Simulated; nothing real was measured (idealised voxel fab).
Herein follows the process module entitled voxel transistor to metal.
This is section cut - it's 300 nm across, gridded in 5 nm square cells.
We lay out every cross-section as a grid of square cells and spell it out in bands from the top down, where one band means one or more rows of cells. Heights first: top, then bottom, in nm. Then materials, left to right, each with a width in nm. "everywhere" on a single material: fills the band edge to edge. "air": empty space. Heights are reckoned from 0. Under this level, the received wafer is all of one material. The bottommost band is open-ended downward, for example "0..down". Note: "30->40" means the width goes from the first number (top row of the band) to the second number (bottom row) in equal steps per row of cells. Given "nothing was modified" for a step, no cell of the cross-section differs between before and after that step. Any empty space of 8 cells or more lacking an open way to the top shows up in "Entrapped voids" as width x height at distance, distance from the left edge, in nm. Text after the settings on a step's line: the simulator's own remark on that step. "overlay nm", when on a step's line for a step with a mask, measures how far to the right of its planned place the mask lay; a negative measure means to the left.
plan
- 1: RECEIVE with material Si
- 2: OXIDIZE with depth nm 5
- 3: CONFORMAL_DEP with material SiN, thk nm 10
- 4: MASKED_ETCH with tone cover, mask id ACTIVE, width nm 115, pitch nm 140, etch materials SiN, depth nm 10, overlay nm 0
- 5: MASKED_ETCH with tone cover, mask id ACTIVE, width nm 115, pitch nm 140, etch materials SiO2, depth nm 5, overlay nm 0
- 6: MASKED_ETCH with tone cover, mask id ACTIVE, width nm 115, pitch nm 140, etch materials Si, depth nm 35, overlay nm 0
- 7: OXIDIZE with depth nm 5
- 8: FILL_DEP with material SiO2, thk nm 5
- 9: CMP with height nm 10
- 10: SELECTIVE_ETCH with etch materials SiO2, depth nm 10
- 11: STRIP with etch materials SiN
- 12: SELECTIVE_ETCH with etch materials SiO2, depth nm 5
- 13: OXIDIZE with depth nm 5
- 14: DIRECTIONAL_DEP with material polySi, thk nm 30
- 15: DIRECTIONAL_DEP with material SiCN, thk nm 15
- 16: PATTERN with tone cover, mask id GATE, material resist, width nm 35, pitch nm 140, thk nm 15, overlay nm 0
- 17: DIRECTIONAL_ETCH with etch materials SiCN, depth nm 25
- 18: DIRECTIONAL_ETCH with etch materials polySi, depth nm 40
- 19: STRIP with etch materials resist
- 20: CONFORMAL_DEP with material SiO2, thk nm 5
- 21: DIRECTIONAL_ETCH with etch materials SiO2, depth nm 5
- 22: CONFORMAL_DEP with material SiN, thk nm 10
- 23: DIRECTIONAL_ETCH with etch materials SiN, depth nm 10
- 24: DIRECTIONAL_ETCH with etch materials SiO2, depth nm 5
- 25: DIRECTIONAL_ETCH with etch materials Si, depth nm 10
- 26: EPI with material nSi, thk nm 10
- 27: FILL_DEP with material SiO2, thk nm 10
- 28: CMP with height nm 25
- 29: STRIP with etch materials polySi
- 30: SELECTIVE_ETCH with etch materials SiO2, depth nm 5
- 31: CONFORMAL_DEP with material HfO2, thk nm 5
- 32: CONFORMAL_DEP with material TiN, thk nm 5
- 33: FILL_DEP with material W, thk nm 10
- 34: CMP with height nm 20
- 35: DIRECTIONAL_DEP with material SiO2, thk nm 15
- 36: DIRECTIONAL_DEP with material aC, thk nm 15
- 37: PATTERN with tone open, mask id CONTACT, material resist, width nm 20, thk nm 30, overlay nm 0
- 38: DIRECTIONAL_ETCH with etch materials aC, depth nm 15
- 39: STRIP with etch materials resist
- 40: DIRECTIONAL_ETCH with etch materials SiO2, depth nm 45
- 41: STRIP with etch materials aC
- 42: CONFORMAL_DEP with material TiN, thk nm 5
- 43: FILL_DEP with material W, thk nm 5
- 44: CMP with height nm 35
- 45: DIRECTIONAL_DEP with material TiN, thk nm 5
- 46: DIRECTIONAL_DEP with material W, thk nm 20
- 47: DIRECTIONAL_DEP with material aC, thk nm 10
- 48: PATTERN with tone cover, mask id METAL_1, material resist, width nm 20, thk nm 25, overlay nm 0
- 49: DIRECTIONAL_ETCH with etch materials aC, depth nm 10
- 50: STRIP with etch materials resist
- 51: DIRECTIONAL_ETCH with etch materials W, depth nm 20
- 52: DIRECTIONAL_ETCH with etch materials TiN, depth nm 5
- 53: STRIP with etch materials aC
- 54: FILL_DEP with material lowk, thk nm 10
- 55: CMP with height nm 60
- 56: CONFORMAL_DEP with material SiN, thk nm 5
Incoming wafer, cross-sectional view, post step 1
    0..down = Si everywhere
    Entrapped voids: none
What the wafer looks like in cross-section after this module, when it starts as shown above and follows the plan above but one mistake is made in running it
    65..60 = SiN everywhere
    60..40 = 25 nm lowk, then 20 nm W, then 65 nm lowk, then 20 nm W, then 35 nm lowk, then 20 nm W, then 65 nm lowk, then 20 nm W, then 30 nm lowk
    40..35 = 25 nm lowk, then 20 nm TiN, then 65 nm lowk, then 20 nm TiN, then 35 nm lowk, then 20 nm TiN, then 65 nm lowk, then 20 nm TiN, then 30 nm lowk
    35..20 = 25 nm SiO2, then 5 nm TiN, then 10 nm W, then 5 nm TiN, then 65 nm SiO2, then 5 nm TiN, then 10 nm W, then 5 nm TiN, then 35 nm SiO2, then 5 nm TiN, then 10 nm W, then 5 nm TiN, then 65 nm SiO2, then 5 nm TiN, then 10 nm W, then 5 nm TiN, then 30 nm SiO2
    20..5 = 25 nm SiO2, then 5 nm TiN, then 10 nm W, then 5 nm TiN, then 5 nm SiO2, then 10 nm SiN, then 5 nm HfO2, then 5 nm TiN, then 15 nm W, then 5 nm TiN, then 5 nm HfO2, then 10 nm SiN, then 5 nm SiO2, then 5 nm TiN, then 10 nm W, then 5 nm TiN, then 35 nm SiO2, then 5 nm TiN, then 10 nm W, then 5 nm TiN, then 5 nm SiO2, then 10 nm SiN, then 5 nm HfO2, then 5 nm TiN, then 15 nm W, then 5 nm TiN, then 5 nm HfO2, then 10 nm SiN, then 5 nm SiO2, then 5 nm TiN, then 10 nm W, then 5 nm TiN, then 30 nm SiO2
    5..0 = 25 nm SiO2, then 5 nm TiN, then 5 nm W, then 10 nm TiN, then 5 nm SiO2, then 10 nm SiN, then 5 nm HfO2, then 5 nm TiN, then 15 nm W, then 5 nm TiN, then 5 nm HfO2, then 10 nm SiN, then 5 nm SiO2, then 10 nm TiN, then 5 nm W, then 5 nm TiN, then 35 nm SiO2, then 5 nm TiN, then 5 nm W, then 10 nm TiN, then 5 nm SiO2, then 10 nm SiN, then 5 nm HfO2, then 5 nm TiN, then 15 nm W, then 5 nm TiN, then 5 nm HfO2, then 10 nm SiN, then 5 nm SiO2, then 10 nm TiN, then 5 nm W, then 5 nm TiN, then 30 nm SiO2
    0..-5 = 25 nm SiO2, then 5 nm TiN, then 5 nm W, then 5 nm TiN, then 10 nm nSi, then 10 nm SiN, then 5 nm HfO2, then 25 nm TiN, then 5 nm HfO2, then 10 nm SiN, then 10 nm nSi, then 5 nm TiN, then 5 nm W, then 5 nm TiN, then 35 nm SiO2, then 5 nm TiN, then 5 nm W, then 5 nm TiN, then 10 nm nSi, then 10 nm SiN, then 5 nm HfO2, then 25 nm TiN, then 5 nm HfO2, then 10 nm SiN, then 10 nm nSi, then 5 nm TiN, then 5 nm W, then 5 nm TiN, then 30 nm SiO2
    -5..-10 = 25 nm SiO2, then 15 nm TiN, then 10 nm nSi, then 10 nm SiO2, then 35 nm HfO2, then 10 nm SiO2, then 10 nm nSi, then 15 nm TiN, then 35 nm SiO2, then 15 nm TiN, then 10 nm nSi, then 10 nm SiO2, then 35 nm HfO2, then 10 nm SiO2, then 10 nm nSi, then 15 nm TiN, then 30 nm SiO2
    -10..-20 = 25 nm SiO2, then 25 nm nSi, then 55 nm Si, then 25 nm nSi, then 35 nm SiO2, then 25 nm nSi, then 55 nm Si, then 25 nm nSi, then 30 nm SiO2
    -20..-45 = 25 nm SiO2, then 105 nm Si, then 35 nm SiO2, then 105 nm Si, then 30 nm SiO2
    -45..down = Si everywhere
    Entrapped voids: none
What went wrong in running the wafer? step 16 was processed under conditions differing from the plan, specifically as PATTERN with tone cover, mask id GATE, material resist, width nm 25, pitch nm 140, thk nm 15, overlay nm 0
